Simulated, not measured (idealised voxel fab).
Herein follows the process module entitled voxel self aligned vias.
The cross-section shown here is cut; it is 300 nm wide and divided into square cells measuring 5 nm on a side.
How to read a cross-section here: the picture is a grid of square cells, written as bands going from the top down, and any band can span one or more rows of cells. Basically the band line says how high the top is and how high the bottom is, in nm, and then what's in it from left to right, every material with its width in nm. Empty space shows up as "empty", and if a single material carries "full width" it runs the full band edge to edge. Convention: height 0 is the level below which the wafer, as received, is all one material. The lowest band does not terminate at the bottom but continues downward, represented as "0 down". A two-number width, for instance "30..40", indicates that the width is equal to the first number in the top row of the band and to the second number in the bottom row, and that it changes by a constant amount per row of cells. "no modification" after a step means that no cell of the cross-section changed. "Sealed void inventory": empty spaces of 8 cells or more with no open way to the top, each given as width x height at distance, distance from the left edge, all in nm. It should be noted that, on the line of a given step, the content following the step's settings is a remark produced by the simulator itself with respect to that step. overlay nm: on a step with a mask, how far right of its planned place the mask lay; negative means left.

### Here's what the planned process steps look like
step 1: RECEIVE with material Si
step 2: CONFORMAL_DEP with material SiO2, thk nm 10
step 3: CONFORMAL_DEP with material SiCN, thk nm 5
step 4: DIRECTIONAL_DEP with material lowk, thk nm 25
step 5: PATTERN with tone open, mask id LINES, material resist, width nm 25, pitch nm 50, thk nm 20, overlay nm 0
step 6: DIRECTIONAL_ETCH with etch materials lowk, depth nm 25
step 7: STRIP with etch materials resist
step 8: CONFORMAL_DEP with material TiN, thk nm 5
step 9: FILL_DEP with material W, thk nm 5
step 10: CMP with height nm 40
step 11: SELECTIVE_ETCH with etch materials W Ru TiN, depth nm 5
step 12: FILL_DEP with material SiN, thk nm 10
step 13: CMP with height nm 40
step 14: DIRECTIONAL_DEP with material lowk, thk nm 15
step 15: MASKED_ETCH with tone open, mask id VIAS, width nm 35, pitch nm 50, etch materials lowk, depth nm 15, overlay nm 0
step 16: MASKED_ETCH with tone open, mask id VIAS, width nm 35, pitch nm 50, etch materials SiN, depth nm 5, overlay nm 0
step 17: CONFORMAL_DEP with material TiN, thk nm 5
step 18: FILL_DEP with material Cu, thk nm 10
step 19: CMP with height nm 55
step 20: CONFORMAL_DEP with material SiN, thk nm 5

### Cross-section of the wafer at receipt, which is the condition after step 1
* 0 down = Si full width
* Sealed void inventory: none

### Wafer at module end, in section. Began as above, planned as above, run with one mistake
* 60 to 55 = SiN full width
* 55 to 40 = lowk=105  TiN=5  Cu=25  TiN=5  lowk=15  TiN=5  Cu=25  TiN=5  lowk=110
* 40 to 35 = lowk=105  TiN=35  lowk=15  TiN=35  lowk=110
* 35 to 25 = lowk=105  TiN=10  W=15  TiN=10  lowk=15  TiN=10  W=15  TiN=10  lowk=110
* 25 to 20 = lowk=110  TiN=5  W=15  TiN=5  lowk=25  TiN=5  W=15  TiN=5  lowk=115
* 20 to 15 = lowk=110  TiN=25  lowk=25  TiN=25  lowk=115
* 15 to 10 = SiCN full width
* 10 to 0 = SiO2 full width
* 0 down = Si full width
* Sealed void inventory: none
Misprocessing identified: step 15 of the plan was twice carried out
